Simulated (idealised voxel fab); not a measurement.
process module | voxel transistor to metal
cross-section cut | 200 nm wide | cells 5 nm
A cross-section is a grid of square cells, given in bands from the top down. A band is one or more rows of cells.
Each band's line starts with the height of the band's top and of its bottom, in nm. Then come its materials from left to right, each with its width in nm. One material with "throughout" fills the band from edge to edge. "air" is empty space.
Height 0 is the level under which the wafer as received is all one material. The lowest band goes on downwards, as in "0 down".
A width such as "30 to 40" changes by the same amount from each row of cells to the next, from the band's top row to its bottom row.
"no change" after a step means that no cell of the cross-section changed.
closed voids: empty space of 8 cells or more with no open way to the top, each as width x height at its distance from the left edge, in nm
after a step's settings: what the simulator itself notes on the step
overlay nm, on a step with a mask: how far to the right of its planned place the mask lay; to the left if negative
plan
1 op RECEIVE | material Si
2 op OXIDIZE | depth nm 5
3 op CONFORMAL_DEP | material SiN | thk nm 10
4 op MASKED_ETCH | tone cover | mask id ACTIVE | width nm 110 | etch materials SiN | depth nm 10 | overlay nm 0
5 op MASKED_ETCH | tone cover | mask id ACTIVE | width nm 110 | etch materials SiO2 | depth nm 5 | overlay nm 0
6 op MASKED_ETCH | tone cover | mask id ACTIVE | width nm 110 | etch materials Si | depth nm 35 | overlay nm 0
7 op OXIDIZE | depth nm 5
8 op FILL_DEP | material SiO2 | thk nm 5
9 op CMP | height nm 10
10 op SELECTIVE_ETCH | etch materials SiO2 | depth nm 10
11 op STRIP | etch materials SiN
12 op SELECTIVE_ETCH | etch materials SiO2 | depth nm 5
13 op OXIDIZE | depth nm 5
14 op DIRECTIONAL_DEP | material polySi | thk nm 25
15 op DIRECTIONAL_DEP | material SiCN | thk nm 15
16 op DIRECTIONAL_DEP | material aC | thk nm 15
17 op PATTERN | tone cover | mask id GATE | material resist | width nm 20 | thk nm 30 | overlay nm 0
18 op DIRECTIONAL_ETCH | etch materials aC | depth nm 15
19 op STRIP | etch materials resist
20 op DIRECTIONAL_ETCH | etch materials SiCN | depth nm 25
21 op DIRECTIONAL_ETCH | etch materials polySi | depth nm 35
22 op STRIP | etch materials aC
23 op CONFORMAL_DEP | material SiO2 | thk nm 5
24 op DIRECTIONAL_ETCH | etch materials SiO2 | depth nm 5
25 op CONFORMAL_DEP | material SiN | thk nm 5
26 op DIRECTIONAL_ETCH | etch materials SiN | depth nm 5
27 op DIRECTIONAL_ETCH | etch materials SiO2 | depth nm 5
28 op DIRECTIONAL_ETCH | etch materials Si | depth nm 10
29 op EPI | material nSi | thk nm 10
30 op FILL_DEP | material SiO2 | thk nm 10
31 op CMP | height nm 35
32 op DIRECTIONAL_DEP | material SiO2 | thk nm 15
33 op DIRECTIONAL_DEP | material aC | thk nm 10
34 op PATTERN | tone open | mask id CONTACT | material resist | width nm 20 | pitch nm 80 | thk nm 25 | overlay nm 0
35 op DIRECTIONAL_ETCH | etch materials aC | depth nm 10
36 op STRIP | etch materials resist
37 op DIRECTIONAL_ETCH | etch materials SiO2 | depth nm 60
38 op STRIP | etch materials aC
39 op CONFORMAL_DEP | material TiN | thk nm 5
40 op FILL_DEP | material W | thk nm 10
41 op CMP | height nm 50
42 op CONFORMAL_DEP | material SiN | thk nm 5
43 op DIRECTIONAL_DEP | material lowk | thk nm 25
44 op MASKED_ETCH | tone open | mask id METAL_1 | width nm 20 | pitch nm 80 | etch materials lowk | depth nm 25 | overlay nm 0
45 op MASKED_ETCH | tone open | mask id METAL_1 | width nm 20 | pitch nm 80 | etch materials SiN | depth nm 5 | overlay nm 0
46 op CONFORMAL_DEP | material TiN | thk nm 5
47 op FILL_DEP | material W | thk nm 10
48 op CMP | height nm 80
49 op EPI | material Ru | thk nm 5
50 op FILL_DEP | material SiCN | thk nm 5
as received, after step 1
  0 down: Si throughout
  closed voids: none
first wafer at the end, as planned
  90 to 85: SiCN throughout
  85 to 80: SiCN 45 | Ru 30 | SiCN 50 | Ru 30 | SiCN 45
  80 to 55: lowk 50 | TiN 5 | W 10 | TiN 5 | lowk 60 | TiN 5 | W 10 | TiN 5 | lowk 50
  55 to 50: SiN 50 | TiN 20 | SiN 60 | TiN 20 | SiN 50
  50 to 35: SiO2 50 | TiN 5 | W 10 | TiN 5 | SiO2 60 | TiN 5 | W 10 | TiN 5 | SiO2 50
  35 to 20: SiO2 50 | TiN 5 | W 10 | TiN 5 | SiO2 10 | SiN 5 | SiO2 5 | SiCN 20 | SiO2 5 | SiN 5 | SiO2 10 | TiN 5 | W 10 | TiN 5 | SiO2 50
  20 to 0: SiO2 50 | TiN 5 | W 10 | TiN 5 | SiO2 10 | SiN 5 | SiO2 5 | polySi 20 | SiO2 5 | SiN 5 | SiO2 10 | TiN 5 | W 10 | TiN 5 | SiO2 50
  0 to -5: SiO2 50 | TiN 5 | W 10 | TiN 5 | nSi 10 | SiN 5 | SiO2 5 | polySi 20 | SiO2 5 | SiN 5 | nSi 10 | TiN 5 | W 10 | TiN 5 | SiO2 50
  -5 to -10: SiO2 50 | TiN 20 | nSi 10 | SiO2 40 | nSi 10 | TiN 20 | SiO2 50
  -10 to -20: SiO2 50 | nSi 30 | Si 40 | nSi 30 | SiO2 50
  -20 to -45: SiO2 50 | Si 100 | SiO2 50
  -45 down: Si throughout
  closed voids: none
second wafer at the end: like start, like plan, one mistake
  90 to 85: SiCN throughout
  85 to 80: SiCN 45 | Ru 30 | SiCN 50 | Ru 30 | SiCN 45
  80 to 55: lowk 50 | TiN 5 | W 10 | TiN 5 | lowk 60 | TiN 5 | W 10 | TiN 5 | lowk 50
  55 to 50: SiN 50 | TiN 20 | SiN 60 | TiN 20 | SiN 50
  50 to 35: SiO2 50 | TiN 5 | W 10 | TiN 5 | SiO2 60 | TiN 5 | W 10 | TiN 5 | SiO2 50
  35 to 20: SiO2 50 | TiN 5 | W 10 | TiN 5 | SiO2 10 | SiN 5 | SiO2 5 | SiCN 20 | SiO2 5 | SiN 5 | SiO2 10 | TiN 5 | W 10 | TiN 5 | SiO2 50
  20 to 0: SiO2 50 | TiN 5 | W 10 | TiN 5 | SiO2 10 | SiN 5 | SiO2 5 | polySi 20 | SiO2 5 | SiN 5 | SiO2 10 | TiN 5 | W 10 | TiN 5 | SiO2 50
  0 to -5: SiO2 50 | TiN 5 | W 10 | TiN 5 | nSi 10 | SiN 5 | SiO2 5 | polySi 20 | SiO2 5 | SiN 5 | nSi 10 | TiN 5 | W 10 | TiN 5 | SiO2 50
  -5 to -10: SiO2 50 | TiN 20 | nSi 10 | SiO2 40 | nSi 10 | TiN 20 | SiO2 50
  -10 to -20: SiO2 50 | nSi 30 | Si 40 | nSi 30 | SiO2 50
  -20 to -50: SiO2 50 | Si 100 | SiO2 50
  -50 down: Si throughout
  closed voids: none
what went wrong: step 6 ran as: op MASKED_ETCH | tone cover | mask id ACTIVE | width nm 110 | etch materials Si | depth nm 40 | overlay nm 0
at the end the second wafer has, in cells: 20 fewer of Si | 20 more of SiO2
